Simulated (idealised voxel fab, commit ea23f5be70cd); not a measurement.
process module | voxel lift off
cross-section cut | 270 nm wide | cells 5 nm
A cross-section is a grid of square cells, given in bands from the top down. A band is one or more rows of cells.
Each band's line starts with the height of the band's top and of its bottom, in nm. Then come its materials from left to right, each with its width in nm. One material with "throughout" fills the band from edge to edge. "air" is empty space.
Height 0 is the level under which the wafer as received is all one material. The lowest band goes on downwards, as in "0 down".
A width such as "30 to 40" changes by the same amount from each row of cells to the next, from the band's top row to its bottom row.
"no change" after a step means that no cell of the cross-section changed.
closed voids: empty space of 8 cells or more with no open way to the top, each as width x height at its distance from the left edge, in nm
after a step's settings: what the simulator itself notes on the step
overlay nm, on a step with a mask: how far to the right of its planned place the mask lay; to the left if negative
plan
1 op RECEIVE | material Si
2 op CONFORMAL_DEP | material SiO2 | thk nm 5
3 op PATTERN | tone open | mask id LINES | material resist | width nm 25 | pitch nm 50 | thk nm 30 | overlay nm 0
4 op DIRECTIONAL_DEP | material Ru | thk nm 15
5 op STRIP | etch materials resist
6 op CONFORMAL_DEP | material SiO2 | thk nm 10
first wafer, as planned
as received, after step 1
  0 down: Si throughout
  closed voids: none
after step 2
  5 to 0: SiO2 throughout
  below 0: unchanged
after step 3
  35 to 5: resist 45 | air 25 | resist 25 | air 25 | resist 25 | air 25 | resist 25 | air 25 | resist 50
  below 5: unchanged
after step 4
  50 to 35: Ru 45 | air 25 | Ru 25 | air 25 | Ru 25 | air 25 | Ru 25 | air 25 | Ru 50
  35 to 20: resist 45 | air 25 | resist 25 | air 25 | resist 25 | air 25 | resist 25 | air 25 | resist 50
  20 to 5: resist 45 | Ru 25 | resist 25 | Ru 25 | resist 25 | Ru 25 | resist 25 | Ru 25 | resist 50
  below 5: unchanged
after step 5
  20 to 5: air 45 | Ru 25 | air 25 | Ru 25 | air 25 | Ru 25 | air 25 | Ru 25 | air 50
  below 5: unchanged
after step 6
  30 to 20: air 35 | SiO2 45 | air 5 | SiO2 45 | air 5 | SiO2 45 | air 5 | SiO2 45 | air 40
  20 to 15: air 35 | SiO2 10 | Ru 25 | SiO2 10 | air 5 | SiO2 10 | Ru 25 | SiO2 10 | air 5 | SiO2 10 | Ru 25 | SiO2 10 | air 5 | SiO2 10 | Ru 25 | SiO2 10 | air 40
  15 to 5: SiO2 45 | Ru 25 | SiO2 25 | Ru 25 | SiO2 25 | Ru 25 | SiO2 25 | Ru 25 | SiO2 50
  below 5: unchanged
second wafer: like start, like plan, one mistake. Through step 1 it matches the first wafer
when step 2 should have ended: no change
when step 3 should have ended
  30 to 0: resist 45 | air 25 | resist 25 | air 25 | resist 25 | air 25 | resist 25 | air 25 | resist 50
  below 0: unchanged
when step 4 should have ended
  45 to 30: Ru 45 | air 25 | Ru 25 | air 25 | Ru 25 | air 25 | Ru 25 | air 25 | Ru 50
  30 to 15: resist 45 | air 25 | resist 25 | air 25 | resist 25 | air 25 | resist 25 | air 25 | resist 50
  15 to 0: resist 45 | Ru 25 | resist 25 | Ru 25 | resist 25 | Ru 25 | resist 25 | Ru 25 | resist 50
  below 0: unchanged
when step 5 should have ended
  15 to 0: air 45 | Ru 25 | air 25 | Ru 25 | air 25 | Ru 25 | air 25 | Ru 25 | air 50
  below 0: unchanged
when step 6 should have ended
  25 to 15: air 35 | SiO2 45 | air 5 | SiO2 45 | air 5 | SiO2 45 | air 5 | SiO2 45 | air 40
  15 to 10: air 35 | SiO2 10 | Ru 25 | SiO2 10 | air 5 | SiO2 10 | Ru 25 | SiO2 10 | air 5 | SiO2 10 | Ru 25 | SiO2 10 | air 5 | SiO2 10 | Ru 25 | SiO2 10 | air 40
  10 to 0: SiO2 45 | Ru 25 | SiO2 25 | Ru 25 | SiO2 25 | Ru 25 | SiO2 25 | Ru 25 | SiO2 50
  below 0: unchanged
what went wrong: step 2 was left out
at the end the second wafer has, in cells: 54 fewer of SiO2
